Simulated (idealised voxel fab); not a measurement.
The name of this process module is voxel double patterning.
Pictured: cross-section cut, 190 nm wide, on a grid of 5 nm square cells.
The cross-sections in this document take the form of a grid made of square cells. They are written out as bands, in order from top to bottom. Each band consists of one or more rows of cells. The band entry comprises the height of the band's top followed by the height of its bottom, expressed in nm, and subsequently the band's materials from left to right, each stated together with its width in nm. Where a single material is marked with the word "all across", that material fills the band from edge to edge. The word "empty" represents empty space. The reference from which all heights are counted is 0, the level beneath which the as-received wafer is entirely one material; the lowest band, having no lower bound, proceeds downward and is written after the example "0 -> down". Read "30 to 40" as a graded width: first number on top, second number at the bottom, same change between each pair of neighbouring rows. Where a step carries "no change occurred", the cross-section came out of it unchanged, cell for cell. Closed empty spaces (no open way to the top) of 8 cells or more are what "Trapped cavities" lists, each as width x height at distance from the left edge, nm for all three. Formally, on a step line, whatever follows the settings is a remark that the simulator itself makes on the step. A step line may carry the setting "overlay nm", which, for steps involving a mask, states the distance by which the mask lay to the right of its intended position; negative values denote displacement to the left.
# Process steps (planned)
step 1: RECEIVE (material Si)
step 2: CONFORMAL_DEP (material SiO2; thk nm 10)
step 3: DIRECTIONAL_DEP (material polySi; thk nm 15)
step 4: DIRECTIONAL_DEP (material SiN; thk nm 5)
step 5: DIRECTIONAL_DEP (material aC; thk nm 10)
step 6: PATTERN (tone open; mask id FIRST; material resist; width nm 15; pitch nm 50; thk nm 30; overlay nm 0)
step 7: DIRECTIONAL_ETCH (etch materials aC; depth nm 10)
step 8: STRIP (etch materials resist)
step 9: DIRECTIONAL_ETCH (etch materials SiN; depth nm 5)
step 10: STRIP (etch materials aC)
step 11: MASKED_ETCH (tone open; mask id SECOND; width nm 15; pitch nm 50; etch materials SiN; depth nm 5; overlay nm 0)
step 12: DIRECTIONAL_ETCH (etch materials polySi; depth nm 15)
step 13: STRIP (etch materials SiN)
# first wafer, as planned
# Here's what the wafer looked like in cross-section when it arrived - that's after step 1
- 0 -> down: Si all across
- Trapped cavities: none
# Cross-sectional representation of the wafer at the conclusion of step 2
- 10 -> 0: SiO2 all across
- At heights below 0, the structure remains unaltered.
# Cross-sectional representation of the wafer at the conclusion of step 3
- 25 -> 10: polySi all across
- At heights below 10, the structure remains unaltered.
# Cross-sectional representation of the wafer at the conclusion of step 4
- 30 -> 25: SiN all across
- At heights below 25, the structure remains unaltered.
# Cross-sectional representation of the wafer at the conclusion of step 5
- 40 -> 30: aC all across
- At heights below 30, the structure remains unaltered.
# Cross-sectional representation of the wafer at the conclusion of step 6
- 70 -> 40: resist (35), then empty (15), then resist (35), then empty (15), then resist (35), then empty (15), then resist (40)
- At heights below 40, the structure remains unaltered.
# Cross-sectional representation of the wafer at the conclusion of step 7
- 60 -> 40: resist (35), then empty (15), then resist (35), then empty (15), then resist (35), then empty (15), then resist (40)
- 40 -> 30: aC (35), then empty (15), then aC (35), then empty (15), then aC (35), then empty (15), then aC (40)
- At heights below 30, the structure remains unaltered.
# Cross-sectional representation of the wafer at the conclusion of step 8
- 40 -> 30: aC (35), then empty (15), then aC (35), then empty (15), then aC (35), then empty (15), then aC (40)
- At heights below 30, the structure remains unaltered.
# Cross-sectional representation of the wafer at the conclusion of step 9
- 40 -> 30: aC (35), then empty (15), then aC (35), then empty (15), then aC (35), then empty (15), then aC (40)
- 30 -> 25: SiN (35), then empty (15), then SiN (35), then empty (15), then SiN (35), then empty (15), then SiN (40)
- At heights below 25, the structure remains unaltered.
# Cross-sectional representation of the wafer at the conclusion of step 10
- 30 -> 25: SiN (35), then empty (15), then SiN (35), then empty (15), then SiN (35), then empty (15), then SiN (40)
- At heights below 25, the structure remains unaltered.
# Cross-sectional representation of the wafer at the conclusion of step 11
- 30 -> 25: SiN (35), then empty (15), then SiN (10), then empty (15), then SiN (10), then empty (15), then SiN (10), then empty (15), then SiN (10), then empty (15), then SiN (40)
- At heights below 25, the structure remains unaltered.
# Cross-sectional representation of the wafer at the conclusion of step 12
- 30 -> 25: SiN (35), then empty (15), then SiN (10), then empty (15), then SiN (10), then empty (15), then SiN (10), then empty (15), then SiN (10), then empty (15), then SiN (40)
- 25 -> 10: polySi (35), then empty (15), then polySi (10), then empty (15), then polySi (10), then empty (15), then polySi (10), then empty (15), then polySi (10), then empty (15), then polySi (40)
- At heights below 10, the structure remains unaltered.
# Cross-sectional representation of the wafer at the conclusion of step 13
- 25 -> 10: polySi (35), then empty (15), then polySi (10), then empty (15), then polySi (10), then empty (15), then polySi (10), then empty (15), then polySi (10), then empty (15), then polySi (40)
- At heights below 10, the structure remains unaltered.
# Wafer two of the pair: same origin, same plan, one error during the run; identical to wafer one up to and including step 2
# Second wafer at the planned finish of step 3, seen in cross-section
- 40 -> 10: polySi all across
- At heights below 10, the structure remains unaltered.
# Second wafer at the planned finish of step 4, seen in cross-section
- 45 -> 40: SiN all across
- At heights below 40, the structure remains unaltered.
# Second wafer at the planned finish of step 5, seen in cross-section
- 55 -> 45: aC all across
- At heights below 45, the structure remains unaltered.
# Second wafer at the planned finish of step 6, seen in cross-section
- 85 -> 55: resist (35), then empty (15), then resist (35), then empty (15), then resist (35), then empty (15), then resist (40)
- At heights below 55, the structure remains unaltered.
# Second wafer at the planned finish of step 7, seen in cross-section
- 75 -> 55: resist (35), then empty (15), then resist (35), then empty (15), then resist (35), then empty (15), then resist (40)
- 55 -> 45: aC (35), then empty (15), then aC (35), then empty (15), then aC (35), then empty (15), then aC (40)
- At heights below 45, the structure remains unaltered.
# Second wafer at the planned finish of step 8, seen in cross-section
- 55 -> 45: aC (35), then empty (15), then aC (35), then empty (15), then aC (35), then empty (15), then aC (40)
- At heights below 45, the structure remains unaltered.
# Second wafer at the planned finish of step 9, seen in cross-section
- 55 -> 45: aC (35), then empty (15), then aC (35), then empty (15), then aC (35), then empty (15), then aC (40)
- 45 -> 40: SiN (35), then empty (15), then SiN (35), then empty (15), then SiN (35), then empty (15), then SiN (40)
- At heights below 40, the structure remains unaltered.
# Second wafer at the planned finish of step 10, seen in cross-section
- 45 -> 40: SiN (35), then empty (15), then SiN (35), then empty (15), then SiN (35), then empty (15), then SiN (40)
- At heights below 40, the structure remains unaltered.
# Second wafer at the planned finish of step 11, seen in cross-section
- 45 -> 40: SiN (35), then empty (15), then SiN (10), then empty (15), then SiN (10), then empty (15), then SiN (10), then empty (15), then SiN (10), then empty (15), then SiN (40)
- At heights below 40, the structure remains unaltered.
# Second wafer at the planned finish of step 12, seen in cross-section
- 45 -> 40: SiN (35), then empty (15), then SiN (10), then empty (15), then SiN (10), then empty (15), then SiN (10), then empty (15), then SiN (10), then empty (15), then SiN (40)
- 40 -> 25: polySi (35), then empty (15), then polySi (10), then empty (15), then polySi (10), then empty (15), then polySi (10), then empty (15), then polySi (10), then empty (15), then polySi (40)
- At heights below 25, the structure remains unaltered.
# Second wafer at the planned finish of step 13, seen in cross-section
- 40 -> 25: polySi (35), then empty (15), then polySi (10), then empty (15), then polySi (10), then empty (15), then polySi (10), then empty (15), then polySi (10), then empty (15), then polySi (40)
- At heights below 25, the structure remains unaltered.
It is concluded that the wafer was processed incorrectly with respect to the plan, in that step 3 from the plan got run twice
End of process, cell counts, second wafer against first, materials with more or fewer: polySi: 114 more
